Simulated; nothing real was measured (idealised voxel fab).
process module | voxel gate over fins
cross-section cut | 220 nm wide | cells 5 nm
A cross-section is a grid of square cells, given in bands from the top down. A band is one or more rows of cells.
Each band's line starts with the height of the band's top and of its bottom, in nm. Then come its materials from left to right, each with its width in nm. One material with "throughout" fills the band from edge to edge. "air" is empty space.
Height 0 is the level under which the wafer as received is all one material. The lowest band goes on downwards, as in "0 down".
A width such as "30 to 40" changes by the same amount from each row of cells to the next, from the band's top row to its bottom row.
"no change" after a step means that no cell of the cross-section changed.
closed voids: empty space of 8 cells or more with no open way to the top, each as width x height at its distance from the left edge, in nm
after a step's settings: what the simulator itself notes on the step
overlay nm, on a step with a mask: how far to the right of its planned place the mask lay; to the left if negative
plan
1 op RECEIVE | material Si
2 op CONFORMAL_DEP | material SiN | thk nm 5
3 op DIRECTIONAL_DEP | material aC | thk nm 10
4 op PATTERN | tone cover | mask id FINS | material resist | width nm 15 | pitch nm 40 | thk nm 25 | overlay nm 0
5 op DIRECTIONAL_ETCH | etch materials aC | depth nm 10
6 op STRIP | etch materials resist
7 op DIRECTIONAL_ETCH | etch materials SiN | depth nm 5
8 op DIRECTIONAL_ETCH | etch materials Si | depth nm 40
9 op STRIP | etch materials aC
10 op OXIDIZE | depth nm 5
11 op FILL_DEP | material SiO2 | thk nm 5
12 op CMP | height nm 5
13 op SELECTIVE_ETCH | etch materials SiO2 | depth nm 15
14 op STRIP | etch materials SiN
15 op CONFORMAL_DEP | material HfO2 | thk nm 5
16 op CONFORMAL_DEP | material TiN | thk nm 5
17 op CONFORMAL_DEP | material TiAl | thk nm 5
18 op CONFORMAL_DEP | material TiN | thk nm 5
19 op FILL_DEP | material W | thk nm 10
20 op CMP | height nm 25
21 op CONFORMAL_DEP | material SiCN | thk nm 10
as received, after step 1
  0 down: Si throughout
  closed voids: none
first wafer at the end, as planned
  35 to 25: SiCN throughout
  25 to 20: W throughout
  20 to 15: W 25 | TiN 165 | W 30
  15 to 10: W 25 | TiN 5 | TiAl 35 | TiN 5 | TiAl 35 | TiN 5 | TiAl 35 | TiN 5 | TiAl 35 | TiN 5 | W 30
  10 to 5: TiN 30 | TiAl 5 | TiN 25 | TiAl 5 | TiN 5 | TiAl 5 | TiN 25 | TiAl 5 | TiN 5 | TiAl 5 | TiN 25 | TiAl 5 | TiN 5 | TiAl 5 | TiN 25 | TiAl 5 | TiN 35
  5 to 0: TiAl 35 | TiN 5 | HfO2 15 | TiN 5 | TiAl 15 | TiN 5 | HfO2 15 | TiN 5 | TiAl 15 | TiN 5 | HfO2 15 | TiN 5 | TiAl 15 | TiN 5 | HfO2 15 | TiN 5 | TiAl 40
  0 to -5: TiN 40 | HfO2 5 | Si 5 | HfO2 5 | TiN 25 | HfO2 5 | Si 5 | HfO2 5 | TiN 25 | HfO2 5 | Si 5 | HfO2 5 | TiN 25 | HfO2 5 | Si 5 | HfO2 5 | TiN 45
  -5 to -10: HfO2 45 | Si 5 | HfO2 35 | Si 5 | HfO2 35 | Si 5 | HfO2 35 | Si 5 | HfO2 50
  -10 to -45: SiO2 45 | Si 5 | SiO2 35 | Si 5 | SiO2 35 | Si 5 | SiO2 35 | Si 5 | SiO2 50
  -45 down: Si throughout
  closed voids: none
second wafer at the end: like start, like plan, one mistake
  35 to 25: SiCN throughout
  25 to 15: W throughout
  15 to 10: W 30 | TiN 35 | W 5 | TiN 35 | W 5 | TiN 35 | W 5 | TiN 35 | W 35
  10 to 5: W 30 | TiN 5 | TiAl 25 | TiN 5 | W 5 | TiN 5 | TiAl 25 | TiN 5 | W 5 | TiN 5 | TiAl 25 | TiN 5 | W 5 | TiN 5 | TiAl 25 | TiN 5 | W 35
  5 to 0: TiN 35 | TiAl 5 | HfO2 15 | TiAl 5 | TiN 15 | TiAl 5 | HfO2 15 | TiAl 5 | TiN 15 | TiAl 5 | HfO2 15 | TiAl 5 | TiN 15 | TiAl 5 | HfO2 15 | TiAl 5 | TiN 40
  0 to -5: TiAl 40 | HfO2 5 | Si 5 | HfO2 5 | TiAl 25 | HfO2 5 | Si 5 | HfO2 5 | TiAl 25 | HfO2 5 | Si 5 | HfO2 5 | TiAl 25 | HfO2 5 | Si 5 | HfO2 5 | TiAl 45
  -5 to -10: HfO2 45 | Si 5 | HfO2 35 | Si 5 | HfO2 35 | Si 5 | HfO2 35 | Si 5 | HfO2 50
  -10 to -45: SiO2 45 | Si 5 | SiO2 35 | Si 5 | SiO2 35 | Si 5 | SiO2 35 | Si 5 | SiO2 50
  -45 down: Si throughout
  closed voids: none
what went wrong: step 16 was left out
at the end the second wafer has, in cells: 54 fewer of TiN | 54 more of W
